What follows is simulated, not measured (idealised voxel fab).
process module | voxel gate over fins
cross-section cut | 155 nm wide | cells 5 nm
A cross-section is a grid of square cells, given in bands from the top down. A band is one or more rows of cells.
Each band's line starts with the height of the band's top and of its bottom, in nm. Then come its materials from left to right, each with its width in nm. One material with "throughout" fills the band from edge to edge. "air" is empty space.
Height 0 is the level under which the wafer as received is all one material. The lowest band goes on downwards, as in "0 down".
A width such as "30 to 40" changes by the same amount from each row of cells to the next, from the band's top row to its bottom row.
"no change" after a step means that no cell of the cross-section changed.
closed voids: empty space of 8 cells or more with no open way to the top, each as width x height at its distance from the left edge, in nm
after a step's settings: what the simulator itself notes on the step
overlay nm, on a step with a mask: how far to the right of its planned place the mask lay; to the left if negative
plan
1 op RECEIVE | material Si
2 op CONFORMAL_DEP | material SiN | thk nm 10
3 op DIRECTIONAL_DEP | material aC | thk nm 10
4 op PATTERN | tone cover | mask id FINS | material resist | width nm 15 | pitch nm 35 | thk nm 30 | overlay nm 0
5 op DIRECTIONAL_ETCH | etch materials aC | depth nm 10
6 op STRIP | etch materials resist
7 op DIRECTIONAL_ETCH | etch materials SiN | depth nm 10
8 op DIRECTIONAL_ETCH | etch materials Si | depth nm 40
9 op STRIP | etch materials aC
10 op FILL_DEP | material SiO2 | thk nm 10
11 op CMP | height nm 10
12 op SELECTIVE_ETCH | etch materials SiO2 | depth nm 25
13 op STRIP | etch materials SiN
14 op CONFORMAL_DEP | material HfO2 | thk nm 5
15 op CONFORMAL_DEP | material TiN | thk nm 5
16 op FILL_DEP | material W | thk nm 10
17 op CMP | height nm 15
18 op CONFORMAL_DEP | material SiN | thk nm 10
as received, after step 1
  0 down: Si throughout
  closed voids: none
a wafer at the end: this start, this plan, one mistake
  25 to 15: SiN throughout
  15 to 10: W throughout
  10 to 5: W 40 | TiN 70 | W 45
  5 to 0: W 40 | TiN 5 | HfO2 25 | TiN 10 | HfO2 25 | TiN 5 | W 45
  0 to -5: W 40 | TiN 5 | HfO2 5 | Si 15 | HfO2 5 | TiN 10 | HfO2 5 | Si 15 | HfO2 5 | TiN 5 | W 45
  -5 to -10: TiN 35 | W 5 | TiN 5 | HfO2 5 | Si 15 | HfO2 5 | TiN 10 | HfO2 5 | Si 15 | HfO2 5 | TiN 5 | W 5 | TiN 40
  -10 to -15: HfO2 30 | TiN 5 | W 5 | TiN 5 | HfO2 5 | Si 15 | HfO2 5 | TiN 10 | HfO2 5 | Si 15 | HfO2 5 | TiN 5 | W 5 | TiN 5 | HfO2 35
  -15 to -20: SiO2 25 | HfO2 5 | TiN 15 | HfO2 5 | Si 15 | HfO2 5 | TiN 10 | HfO2 5 | Si 15 | HfO2 5 | TiN 15 | HfO2 5 | SiO2 30
  -20 to -25: SiO2 25 | HfO2 25 | Si 15 | HfO2 20 | Si 15 | HfO2 25 | SiO2 30
  -25 to -40: SiO2 50 | Si 15 | SiO2 20 | Si 15 | SiO2 55
  -40 down: Si throughout
  closed voids: none
what went wrong: steps 12 and 13 were swapped
